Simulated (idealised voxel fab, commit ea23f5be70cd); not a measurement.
process module | voxel wiring stack
cross-section cut | 300 nm wide | cells 5 nm
A cross-section is a grid of square cells, given in bands from the top down. A band is one or more rows of cells.
Each band's line starts with the height of the band's top and of its bottom, in nm. Then come its materials from left to right, each with its width in nm. One material with "throughout" fills the band from edge to edge. "air" is empty space.
Height 0 is the level under which the wafer as received is all one material. The lowest band goes on downwards, as in "0 down".
A width such as "30 to 40" changes by the same amount from each row of cells to the next, from the band's top row to its bottom row.
"no change" after a step means that no cell of the cross-section changed.
closed voids: empty space of 8 cells or more with no open way to the top, each as width x height at its distance from the left edge, in nm
after a step's settings: what the simulator itself notes on the step
overlay nm, on a step with a mask: how far to the right of its planned place the mask lay; to the left if negative
plan
1 op RECEIVE | material Si
2 op CONFORMAL_DEP | material SiO2 | thk nm 15
3 op DIRECTIONAL_DEP | material TiN | thk nm 5
4 op DIRECTIONAL_DEP | material Ru | thk nm 25
5 op PATTERN | tone cover | mask id METAL_1 | material resist | width nm 30 | pitch nm 45 | thk nm 20 | overlay nm 0
6 op DIRECTIONAL_ETCH | etch materials Ru | depth nm 25
7 op DIRECTIONAL_ETCH | etch materials TiN | depth nm 5
8 op STRIP | etch materials resist
9 op CONFORMAL_DEP | material SiN | thk nm 5
10 op FILL_DEP | material lowk | thk nm 10
11 op CMP | height nm 45
12 op CONFORMAL_DEP | material SiCN | thk nm 5
13 op DIRECTIONAL_DEP | material lowk | thk nm 30
14 op MASKED_ETCH | tone open | mask id METAL_2_HOLES | width nm 15 | pitch nm 45 | etch materials lowk | depth nm 30 | overlay nm 0
15 op MASKED_ETCH | tone open | mask id METAL_2 | width nm 30 | pitch nm 45 | etch materials lowk | depth nm 15 | overlay nm 0
16 op MASKED_ETCH | tone open | mask id METAL_2 | width nm 30 | pitch nm 45 | etch materials SiCN | depth nm 5 | overlay nm 0
17 op CONFORMAL_DEP | material TiN | thk nm 5
18 op FILL_DEP | material Cu | thk nm 10
19 op CMP | height nm 80
20 op CONFORMAL_DEP | material SiCN | thk nm 5
21 op DIRECTIONAL_DEP | material SiO2 | thk nm 30
22 op PATTERN | tone open | mask id METAL_3 | material resist | width nm 30 | pitch nm 45 | thk nm 20 | overlay nm 0
23 op DIRECTIONAL_ETCH | etch materials SiO2 | depth nm 15
24 op STRIP | etch materials resist
25 op MASKED_ETCH | tone open | mask id METAL_3_HOLES | width nm 15 | pitch nm 45 | etch materials SiO2 | depth nm 15 | overlay nm 0
26 op MASKED_ETCH | tone open | mask id METAL_3_HOLES | width nm 15 | pitch nm 45 | etch materials SiCN | depth nm 5 | overlay nm 0
27 op CONFORMAL_DEP | material TiN | thk nm 5
28 op FILL_DEP | material Cu | thk nm 10
29 op CMP | height nm 115
30 op CONFORMAL_DEP | material SiN | thk nm 5
first wafer, as planned
as received, after step 1
  0 down: Si throughout
  closed voids: none
after step 2
  15 to 0: SiO2 throughout
  below 0: unchanged
after step 3
  20 to 15: TiN throughout
  below 15: unchanged
after step 4
  45 to 20: Ru throughout
  below 20: unchanged
after step 5
  65 to 45: air 65 | resist 30 | air 15 | resist 30 | air 15 | resist 30 | air 15 | resist 30 | air 70
  below 45: unchanged
after step 6
  65 to 45: air 65 | resist 30 | air 15 | resist 30 | air 15 | resist 30 | air 15 | resist 30 | air 70
  45 to 20: air 65 | Ru 30 | air 15 | Ru 30 | air 15 | Ru 30 | air 15 | Ru 30 | air 70
  below 20: unchanged
after step 7
  65 to 45: air 65 | resist 30 | air 15 | resist 30 | air 15 | resist 30 | air 15 | resist 30 | air 70
  45 to 20: air 65 | Ru 30 | air 15 | Ru 30 | air 15 | Ru 30 | air 15 | Ru 30 | air 70
  20 to 15: air 65 | TiN 30 | air 15 | TiN 30 | air 15 | TiN 30 | air 15 | TiN 30 | air 70
  below 15: unchanged
after step 8
  45 to 20: air 65 | Ru 30 | air 15 | Ru 30 | air 15 | Ru 30 | air 15 | Ru 30 | air 70
  below 20: unchanged
after step 9
  50 to 45: air 60 | SiN 40 | air 5 | SiN 40 | air 5 | SiN 40 | air 5 | SiN 40 | air 65
  45 to 20: air 60 | SiN 5 | Ru 30 | SiN 5 | air 5 | SiN 5 | Ru 30 | SiN 5 | air 5 | SiN 5 | Ru 30 | SiN 5 | air 5 | SiN 5 | Ru 30 | SiN 5 | air 65
  20 to 15: SiN 65 | TiN 30 | SiN 15 | TiN 30 | SiN 15 | TiN 30 | SiN 15 | TiN 30 | SiN 70
  below 15: unchanged
after step 10
  60 to 50: lowk throughout
  50 to 45: lowk 60 | SiN 40 | lowk 5 | SiN 40 | lowk 5 | SiN 40 | lowk 5 | SiN 40 | lowk 65
  45 to 20: lowk 60 | SiN 5 | Ru 30 | SiN 5 | lowk 5 | SiN 5 | Ru 30 | SiN 5 | lowk 5 | SiN 5 | Ru 30 | SiN 5 | lowk 5 | SiN 5 | Ru 30 | SiN 5 | lowk 65
  below 20: unchanged
after step 11
  45 to 20: lowk 60 | SiN 5 | Ru 30 | SiN 5 | lowk 5 | SiN 5 | Ru 30 | SiN 5 | lowk 5 | SiN 5 | Ru 30 | SiN 5 | lowk 5 | SiN 5 | Ru 30 | SiN 5 | lowk 65
  below 20: unchanged
after step 12
  50 to 45: SiCN throughout
  below 45: unchanged
after step 13
  80 to 50: lowk throughout
  below 50: unchanged
after step 14
  80 to 50: lowk 65 | air 15 | lowk 30 | air 15 | lowk 30 | air 15 | lowk 30 | air 15 | lowk 85
  below 50: unchanged
after step 15
  80 to 65: lowk 65 | air 30 | lowk 15 | air 30 | lowk 15 | air 30 | lowk 15 | air 30 | lowk 70
  below 65: unchanged
after step 16
  80 to 65: lowk 65 | air 30 | lowk 15 | air 30 | lowk 15 | air 30 | lowk 15 | air 30 | lowk 70
  65 to 50: lowk 65 | air 15 | lowk 30 | air 15 | lowk 30 | air 15 | lowk 30 | air 15 | lowk 85
  50 to 45: SiCN 65 | air 15 | SiCN 30 | air 15 | SiCN 30 | air 15 | SiCN 30 | air 15 | SiCN 85
  below 45: unchanged
after step 17
  85 to 80: TiN 70 | air 20 | TiN 25 | air 20 | TiN 25 | air 20 | TiN 25 | air 20 | TiN 75
  80 to 70: lowk 65 | TiN 5 | air 20 | TiN 5 | lowk 15 | TiN 5 | air 20 | TiN 5 | lowk 15 | TiN 5 | air 20 | TiN 5 | lowk 15 | TiN 5 | air 20 | TiN 5 | lowk 70
  70 to 65: lowk 65 | TiN 5 | air 5 | TiN 20 | lowk 15 | TiN 5 | air 5 | TiN 20 | lowk 15 | TiN 5 | air 5 | TiN 20 | lowk 15 | TiN 5 | air 5 | TiN 20 | lowk 70
  65 to 50: lowk 65 | TiN 5 | air 5 | TiN 5 | lowk 30 | TiN 5 | air 5 | TiN 5 | lowk 30 | TiN 5 | air 5 | TiN 5 | lowk 30 | TiN 5 | air 5 | TiN 5 | lowk 85
  50 to 45: SiCN 65 | TiN 15 | SiCN 30 | TiN 15 | SiCN 30 | TiN 15 | SiCN 30 | TiN 15 | SiCN 85
  below 45: unchanged
after step 18
  95 to 85: Cu throughout
  85 to 80: TiN 70 | Cu 20 | TiN 25 | Cu 20 | TiN 25 | Cu 20 | TiN 25 | Cu 20 | TiN 75
  80 to 70: lowk 65 | TiN 5 | Cu 20 | TiN 5 | lowk 15 | TiN 5 | Cu 20 | TiN 5 | lowk 15 | TiN 5 | Cu 20 | TiN 5 | lowk 15 | TiN 5 | Cu 20 | TiN 5 | lowk 70
  70 to 65: lowk 65 | TiN 5 | Cu 5 | TiN 20 | lowk 15 | TiN 5 | Cu 5 | TiN 20 | lowk 15 | TiN 5 | Cu 5 | TiN 20 | lowk 15 | TiN 5 | Cu 5 | TiN 20 | lowk 70
  65 to 50: lowk 65 | TiN 5 | Cu 5 | TiN 5 | lowk 30 | TiN 5 | Cu 5 | TiN 5 | lowk 30 | TiN 5 | Cu 5 | TiN 5 | lowk 30 | TiN 5 | Cu 5 | TiN 5 | lowk 85
  below 50: unchanged
after step 19
  80 to 70: lowk 65 | TiN 5 | Cu 20 | TiN 5 | lowk 15 | TiN 5 | Cu 20 | TiN 5 | lowk 15 | TiN 5 | Cu 20 | TiN 5 | lowk 15 | TiN 5 | Cu 20 | TiN 5 | lowk 70
  below 70: unchanged
after step 20
  85 to 80: SiCN throughout
  below 80: unchanged
after step 21
  115 to 85: SiO2 throughout
  below 85: unchanged
after step 22
  135 to 115: resist 65 | air 30 | resist 15 | air 30 | resist 15 | air 30 | resist 15 | air 30 | resist 70
  below 115: unchanged
after step 23
  135 to 115: resist 65 | air 30 | resist 15 | air 30 | resist 15 | air 30 | resist 15 | air 30 | resist 70
  115 to 100: SiO2 65 | air 30 | SiO2 15 | air 30 | SiO2 15 | air 30 | SiO2 15 | air 30 | SiO2 70
  below 100: unchanged
after step 24
  115 to 100: SiO2 65 | air 30 | SiO2 15 | air 30 | SiO2 15 | air 30 | SiO2 15 | air 30 | SiO2 70
  below 100: unchanged
after step 25
  115 to 100: SiO2 65 | air 30 | SiO2 15 | air 30 | SiO2 15 | air 30 | SiO2 15 | air 30 | SiO2 70
  100 to 85: SiO2 65 | air 15 | SiO2 30 | air 15 | SiO2 30 | air 15 | SiO2 30 | air 15 | SiO2 85
  below 85: unchanged
after step 26
  115 to 100: SiO2 65 | air 30 | SiO2 15 | air 30 | SiO2 15 | air 30 | SiO2 15 | air 30 | SiO2 70
  100 to 85: SiO2 65 | air 15 | SiO2 30 | air 15 | SiO2 30 | air 15 | SiO2 30 | air 15 | SiO2 85
  85 to 80: SiCN 65 | air 15 | SiCN 30 | air 15 | SiCN 30 | air 15 | SiCN 30 | air 15 | SiCN 85
  below 80: unchanged
after step 27
  120 to 115: TiN 70 | air 20 | TiN 25 | air 20 | TiN 25 | air 20 | TiN 25 | air 20 | TiN 75
  115 to 105: SiO2 65 | TiN 5 | air 20 | TiN 5 | SiO2 15 | TiN 5 | air 20 | TiN 5 | SiO2 15 | TiN 5 | air 20 | TiN 5 | SiO2 15 | TiN 5 | air 20 | TiN 5 | SiO2 70
  105 to 100: SiO2 65 | TiN 5 | air 5 | TiN 20 | SiO2 15 | TiN 5 | air 5 | TiN 20 | SiO2 15 | TiN 5 | air 5 | TiN 20 | SiO2 15 | TiN 5 | air 5 | TiN 20 | SiO2 70
  100 to 85: SiO2 65 | TiN 5 | air 5 | TiN 5 | SiO2 30 | TiN 5 | air 5 | TiN 5 | SiO2 30 | TiN 5 | air 5 | TiN 5 | SiO2 30 | TiN 5 | air 5 | TiN 5 | SiO2 85
  85 to 80: SiCN 65 | TiN 15 | SiCN 30 | TiN 15 | SiCN 30 | TiN 15 | SiCN 30 | TiN 15 | SiCN 85
  below 80: unchanged
after step 28
  130 to 120: Cu throughout
  120 to 115: TiN 70 | Cu 20 | TiN 25 | Cu 20 | TiN 25 | Cu 20 | TiN 25 | Cu 20 | TiN 75
  115 to 105: SiO2 65 | TiN 5 | Cu 20 | TiN 5 | SiO2 15 | TiN 5 | Cu 20 | TiN 5 | SiO2 15 | TiN 5 | Cu 20 | TiN 5 | SiO2 15 | TiN 5 | Cu 20 | TiN 5 | SiO2 70
  105 to 100: SiO2 65 | TiN 5 | Cu 5 | TiN 20 | SiO2 15 | TiN 5 | Cu 5 | TiN 20 | SiO2 15 | TiN 5 | Cu 5 | TiN 20 | SiO2 15 | TiN 5 | Cu 5 | TiN 20 | SiO2 70
  100 to 85: SiO2 65 | TiN 5 | Cu 5 | TiN 5 | SiO2 30 | TiN 5 | Cu 5 | TiN 5 | SiO2 30 | TiN 5 | Cu 5 | TiN 5 | SiO2 30 | TiN 5 | Cu 5 | TiN 5 | SiO2 85
  below 85: unchanged
after step 29
  115 to 105: SiO2 65 | TiN 5 | Cu 20 | TiN 5 | SiO2 15 | TiN 5 | Cu 20 | TiN 5 | SiO2 15 | TiN 5 | Cu 20 | TiN 5 | SiO2 15 | TiN 5 | Cu 20 | TiN 5 | SiO2 70
  below 105: unchanged
after step 30
  120 to 115: SiN throughout
  below 115: unchanged
second wafer: like start, like plan, one mistake. Through step 11 it matches the first wafer
when step 12 should have ended
  50 to 45: SiN throughout
  below 45: unchanged
when step 13 should have ended
  80 to 50: lowk throughout
  below 50: unchanged
when step 14 should have ended
  80 to 50: lowk 65 | air 15 | lowk 30 | air 15 | lowk 30 | air 15 | lowk 30 | air 15 | lowk 85
  below 50: unchanged
when step 15 should have ended
  80 to 65: lowk 65 | air 30 | lowk 15 | air 30 | lowk 15 | air 30 | lowk 15 | air 30 | lowk 70
  below 65: unchanged
when step 16 should have ended: no change
when step 17 should have ended
  85 to 80: TiN 70 | air 20 | TiN 25 | air 20 | TiN 25 | air 20 | TiN 25 | air 20 | TiN 75
  80 to 70: lowk 65 | TiN 5 | air 20 | TiN 5 | lowk 15 | TiN 5 | air 20 | TiN 5 | lowk 15 | TiN 5 | air 20 | TiN 5 | lowk 15 | TiN 5 | air 20 | TiN 5 | lowk 70
  70 to 65: lowk 65 | TiN 5 | air 5 | TiN 20 | lowk 15 | TiN 5 | air 5 | TiN 20 | lowk 15 | TiN 5 | air 5 | TiN 20 | lowk 15 | TiN 5 | air 5 | TiN 20 | lowk 70
  65 to 55: lowk 65 | TiN 5 | air 5 | TiN 5 | lowk 30 | TiN 5 | air 5 | TiN 5 | lowk 30 | TiN 5 | air 5 | TiN 5 | lowk 30 | TiN 5 | air 5 | TiN 5 | lowk 85
  55 to 50: lowk 65 | TiN 15 | lowk 30 | TiN 15 | lowk 30 | TiN 15 | lowk 30 | TiN 15 | lowk 85
  below 50: unchanged
when step 18 should have ended
  95 to 85: Cu throughout
  85 to 80: TiN 70 | Cu 20 | TiN 25 | Cu 20 | TiN 25 | Cu 20 | TiN 25 | Cu 20 | TiN 75
  80 to 70: lowk 65 | TiN 5 | Cu 20 | TiN 5 | lowk 15 | TiN 5 | Cu 20 | TiN 5 | lowk 15 | TiN 5 | Cu 20 | TiN 5 | lowk 15 | TiN 5 | Cu 20 | TiN 5 | lowk 70
  70 to 65: lowk 65 | TiN 5 | Cu 5 | TiN 20 | lowk 15 | TiN 5 | Cu 5 | TiN 20 | lowk 15 | TiN 5 | Cu 5 | TiN 20 | lowk 15 | TiN 5 | Cu 5 | TiN 20 | lowk 70
  65 to 55: lowk 65 | TiN 5 | Cu 5 | TiN 5 | lowk 30 | TiN 5 | Cu 5 | TiN 5 | lowk 30 | TiN 5 | Cu 5 | TiN 5 | lowk 30 | TiN 5 | Cu 5 | TiN 5 | lowk 85
  below 55: unchanged
when step 19 should have ended
  80 to 70: lowk 65 | TiN 5 | Cu 20 | TiN 5 | lowk 15 | TiN 5 | Cu 20 | TiN 5 | lowk 15 | TiN 5 | Cu 20 | TiN 5 | lowk 15 | TiN 5 | Cu 20 | TiN 5 | lowk 70
  below 70: unchanged
when step 20 should have ended
  85 to 80: SiCN throughout
  below 80: unchanged
when step 21 should have ended
  115 to 85: SiO2 throughout
  below 85: unchanged
when step 22 should have ended
  135 to 115: resist 65 | air 30 | resist 15 | air 30 | resist 15 | air 30 | resist 15 | air 30 | resist 70
  below 115: unchanged
when step 23 should have ended
  135 to 115: resist 65 | air 30 | resist 15 | air 30 | resist 15 | air 30 | resist 15 | air 30 | resist 70
  115 to 100: SiO2 65 | air 30 | SiO2 15 | air 30 | SiO2 15 | air 30 | SiO2 15 | air 30 | SiO2 70
  below 100: unchanged
when step 24 should have ended
  115 to 100: SiO2 65 | air 30 | SiO2 15 | air 30 | SiO2 15 | air 30 | SiO2 15 | air 30 | SiO2 70
  below 100: unchanged
when step 25 should have ended
  115 to 100: SiO2 65 | air 30 | SiO2 15 | air 30 | SiO2 15 | air 30 | SiO2 15 | air 30 | SiO2 70
  100 to 85: SiO2 65 | air 15 | SiO2 30 | air 15 | SiO2 30 | air 15 | SiO2 30 | air 15 | SiO2 85
  below 85: unchanged
when step 26 should have ended
  115 to 100: SiO2 65 | air 30 | SiO2 15 | air 30 | SiO2 15 | air 30 | SiO2 15 | air 30 | SiO2 70
  100 to 85: SiO2 65 | air 15 | SiO2 30 | air 15 | SiO2 30 | air 15 | SiO2 30 | air 15 | SiO2 85
  85 to 80: SiCN 65 | air 15 | SiCN 30 | air 15 | SiCN 30 | air 15 | SiCN 30 | air 15 | SiCN 85
  below 80: unchanged
when step 27 should have ended
  120 to 115: TiN 70 | air 20 | TiN 25 | air 20 | TiN 25 | air 20 | TiN 25 | air 20 | TiN 75
  115 to 105: SiO2 65 | TiN 5 | air 20 | TiN 5 | SiO2 15 | TiN 5 | air 20 | TiN 5 | SiO2 15 | TiN 5 | air 20 | TiN 5 | SiO2 15 | TiN 5 | air 20 | TiN 5 | SiO2 70
  105 to 100: SiO2 65 | TiN 5 | air 5 | TiN 20 | SiO2 15 | TiN 5 | air 5 | TiN 20 | SiO2 15 | TiN 5 | air 5 | TiN 20 | SiO2 15 | TiN 5 | air 5 | TiN 20 | SiO2 70
  100 to 85: SiO2 65 | TiN 5 | air 5 | TiN 5 | SiO2 30 | TiN 5 | air 5 | TiN 5 | SiO2 30 | TiN 5 | air 5 | TiN 5 | SiO2 30 | TiN 5 | air 5 | TiN 5 | SiO2 85
  85 to 80: SiCN 65 | TiN 15 | SiCN 30 | TiN 15 | SiCN 30 | TiN 15 | SiCN 30 | TiN 15 | SiCN 85
  below 80: unchanged
when step 28 should have ended
  130 to 120: Cu throughout
  120 to 115: TiN 70 | Cu 20 | TiN 25 | Cu 20 | TiN 25 | Cu 20 | TiN 25 | Cu 20 | TiN 75
  115 to 105: SiO2 65 | TiN 5 | Cu 20 | TiN 5 | SiO2 15 | TiN 5 | Cu 20 | TiN 5 | SiO2 15 | TiN 5 | Cu 20 | TiN 5 | SiO2 15 | TiN 5 | Cu 20 | TiN 5 | SiO2 70
  105 to 100: SiO2 65 | TiN 5 | Cu 5 | TiN 20 | SiO2 15 | TiN 5 | Cu 5 | TiN 20 | SiO2 15 | TiN 5 | Cu 5 | TiN 20 | SiO2 15 | TiN 5 | Cu 5 | TiN 20 | SiO2 70
  100 to 85: SiO2 65 | TiN 5 | Cu 5 | TiN 5 | SiO2 30 | TiN 5 | Cu 5 | TiN 5 | SiO2 30 | TiN 5 | Cu 5 | TiN 5 | SiO2 30 | TiN 5 | Cu 5 | TiN 5 | SiO2 85
  below 85: unchanged
when step 29 should have ended
  115 to 105: SiO2 65 | TiN 5 | Cu 20 | TiN 5 | SiO2 15 | TiN 5 | Cu 20 | TiN 5 | SiO2 15 | TiN 5 | Cu 20 | TiN 5 | SiO2 15 | TiN 5 | Cu 20 | TiN 5 | SiO2 70
  below 105: unchanged
when step 30 should have ended
  120 to 115: SiN throughout
  below 115: unchanged
what went wrong: step 12 ran as: op CONFORMAL_DEP | material SiN | thk nm 5
at the end the second wafer has, in cells: 4 fewer of Cu | 48 fewer of SiCN | 60 more of SiN | 8 fewer of TiN
